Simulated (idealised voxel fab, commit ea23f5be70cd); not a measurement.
Process module heading - voxel capacitor over wiring
Each square cell in cross-section cut measures 5 nm, and the section as a whole is 155 nm wide.
Cross-section, as written here: a square-cell grid given band by band from the top down, where a band holds one or more rows of cells. Heads up on the band format: heights come first, top then bottom, in nm. After that it's the materials left to right, each with its width in nm. A single material flagged "everywhere" fills the whole band edge to edge, and "empty" means there's empty space there. We count height from 0. Below that, the starting wafer is all one material. The lowest band never ends at the bottom but goes on down; see "0 nm and below" for how that is written. You'd read "30..40" like this: the band's top row of cells is as wide as the first number, its bottom row is as wide as the second, and going down, every row changes width by the same amount as the row before did. What does "identical to before" mean for a step? It means no cell of the cross-section changed in that step. In the "Voids, sealed" entry, you get each enclosed empty space of 8 cells or more, one with no open way to the top, written width x height at distance, distance from the left edge, in nm. If you see something after the settings on a step's line, that's the simulator's own remark about that step. Regarding "overlay nm": on a step with a mask, it is the distance the mask lay to the right of its planned place; a negative value places it to the left.

The steps planned for the process are as follows
1. op RECEIVE | material Si
2. op CONFORMAL_DEP | material SiO2 | thk nm 15
3. op DIRECTIONAL_DEP | material TiN | thk nm 5
4. op DIRECTIONAL_DEP | material W | thk nm 15
5. op PATTERN | tone cover | mask id METAL_1 | material resist | width nm 25 | pitch nm 95 | thk nm 20 | overlay nm 0
6. op DIRECTIONAL_ETCH | etch materials W | depth nm 15
7. op DIRECTIONAL_ETCH | etch materials TiN | depth nm 5
8. op STRIP | etch materials resist
9. op FILL_DEP | material lowk | thk nm 5
10. op CMP | height nm 35
11. op CONFORMAL_DEP | material SiCN | thk nm 5
12. op DIRECTIONAL_DEP | material SiO2 | thk nm 20
13. op MASKED_ETCH | tone open | mask id PLUG_1 | width nm 15 | etch materials SiO2 | depth nm 20 | overlay nm 0
14. op MASKED_ETCH | tone open | mask id PLUG_1 | width nm 15 | etch materials SiCN | depth nm 5 | overlay nm 0
15. op CONFORMAL_DEP | material TiN | thk nm 5
16. op FILL_DEP | material Cu | thk nm 5
17. op CMP | height nm 55
18. op DIRECTIONAL_DEP | material TiN | thk nm 10
19. op DIRECTIONAL_DEP | material SiN | thk nm 5
20. op DIRECTIONAL_DEP | material TiN | thk nm 10
21. op MASKED_ETCH | tone cover | mask id UPPER_PLATE | width nm 75 | etch materials TiN | depth nm 10 | overlay nm 0
22. op MASKED_ETCH | tone cover | mask id UPPER_PLATE | width nm 75 | etch materials SiN | depth nm 5 | overlay nm 0
23. op MASKED_ETCH | tone cover | mask id LOWER_PLATE | width nm 85 | etch materials TiN | depth nm 10 | overlay nm 0
24. op FILL_DEP | material SiO2 | thk nm 15
25. op CMP | height nm 95
26. op PATTERN | tone open | mask id PLUG_2 | material resist | width nm 15 | thk nm 20 | overlay nm 0
27. op DIRECTIONAL_ETCH | etch materials SiO2 | depth nm 10
28. op STRIP | etch materials resist
29. op CONFORMAL_DEP | material TiN | thk nm 5
30. op FILL_DEP | material Ru | thk nm 5
31. op CMP | height nm 95
32. op CONFORMAL_DEP | material SiCN | thk nm 5
Every wafer here starts from the same state; it is the step 17 height nm that distinguishes them, and the value the plan gives belongs to the first wafer.

First of several wafers, received after step 1, in cross-section
- 0 nm and below | Si everywhere
- Voids, sealed: none

Every row in this table is a wafer at the end of the module, and it gives, for each of the materials, the cells that wafer has gained (+) or lost (-) since it was received, then its closed voids
height nm 55; +3 Cu; +1 Ru; +59 SiCN; +15 SiN; +340 SiO2; +88 TiN; +30 W; +84 lowk; Voids, sealed: none
height nm 60; +4 Cu; +1 Ru; +59 SiCN; +15 SiN; +337 SiO2; +90 TiN; +30 W; +84 lowk; Voids, sealed: none
height nm 65; +5 Cu; +59 SiCN; +15 SiN; +309 SiO2; +118 TiN; +30 W; +84 lowk; Voids, sealed: none
height nm 70; +36 Cu; +59 SiCN; +15 SiN; +281 SiO2; +115 TiN; +30 W; +84 lowk; Voids, sealed: none
